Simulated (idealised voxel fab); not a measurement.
voxel self aligned contacts: a process module
We display cut, a cross-section 235 nm in width whose square cells are each 5 nm.
In what follows, cross-sections appear as grids of square cells, described through bands that run from the top down, where every band is one or more rows of cells. Top height, bottom height, nm. Materials left to right, width each, nm. Single material + "full width" = fills band edge to edge. "empty" = empty. Height 0 is the level under which the wafer as received is all one material. The lowest band goes on downwards, as in "0 nm and below". Read "30..40" as a graded width: first number on top, second number at the bottom, same change between each pair of neighbouring rows. "nothing changed" for a step: no cell of the cross-section changed in that step. "Voids, fully enclosed" means: voids of 8 cells or more that are shut off from the top with no open way through. Written width x height at distance, distance from the left edge, in nm. It should be noted that, on the line of a given step, the content following the step's settings is a remark produced by the simulator itself with respect to that step. overlay nm: where the mask lay relative to plan, measured to the right, on steps with a mask; negatives go left.
### These are the steps we planned for the process
1 RECEIVE | material Si
2 CONFORMAL_DEP | material SiO2 | thk nm 5
3 DIRECTIONAL_DEP | material polySi | thk nm 30
4 DIRECTIONAL_DEP | material SiN | thk nm 20
5 DIRECTIONAL_DEP | material aC | thk nm 10
6 PATTERN | tone cover | mask id GATE | material resist | width nm 30 | pitch nm 65 | thk nm 25 | overlay nm 0
7 DIRECTIONAL_ETCH | etch materials aC | depth nm 10
8 STRIP | etch materials resist
9 DIRECTIONAL_ETCH | etch materials SiN | depth nm 20
10 DIRECTIONAL_ETCH | etch materials polySi | depth nm 30
11 STRIP | etch materials aC
12 CONFORMAL_DEP | material SiN | thk nm 10
13 DIRECTIONAL_ETCH | etch materials SiN | depth nm 10
14 FILL_DEP | material SiO2 | thk nm 15
15 CMP | height nm 65
16 PATTERN | tone open | mask id CONTACT | material resist | width nm 45 | thk nm 20 | overlay nm 0
17 DIRECTIONAL_ETCH | etch materials SiO2 | depth nm 65
18 STRIP | etch materials resist
19 CONFORMAL_DEP | material TiN | thk nm 5
20 FILL_DEP | material Ru | thk nm 5
21 CMP | height nm 65
22 CONFORMAL_DEP | material SiN | thk nm 5
### Wafer at receipt (post step 1), cross-section
  0 nm and below: Si full width
  Voids, fully enclosed: none
### End-of-module cross-section of the first of two wafers, processed as planned
  70 nm to 65 nm: SiN full width
  65 nm to 55 nm: 95 of SiO2  5..20 of TiN  35..5 of Ru  5..20 of TiN  95 of SiO2
  55 nm to 35 nm: 60 of SiO2  50 of SiN  5 of TiN  5 of Ru  5 of TiN  50 of SiN  60 of SiO2
  35 nm to 5 nm: 60 of SiO2  10 of SiN  30 of polySi  10 of SiN  5 of TiN  5 of Ru  5 of TiN  10 of SiN  30 of polySi  10 of SiN  60 of SiO2
  5 nm to 0 nm: 110 of SiO2  15 of TiN  110 of SiO2
  0 nm and below: Si full width
  Voids, fully enclosed: none
### Wafer two, sectioned after the module: the first wafer's start, the first wafer's plan, and one mistake in how it was run
  70 nm to 65 nm: SiN full width
  65 nm to 60 nm: 60 of SiO2  50 of SiN  5 of TiN  5 of Ru  5 of TiN  50 of SiN  60 of SiO2
  60 nm to 55 nm: 60 of SiO2  50 of SiN  15 of TiN  50 of SiN  60 of SiO2
  55 nm to 35 nm: SiN full width
  35 nm to 5 nm: polySi full width
  5 nm to 0 nm: SiO2 full width
  0 nm and below: Si full width
  Voids, fully enclosed: none
Here's what went sideways: twice over, step 4 of the plan was run
The second wafer ends with more or fewer cells of some materials than the first, per final count: -17 Ru, +100 SiN, -265 SiO2, -28 TiN, +210 polySi
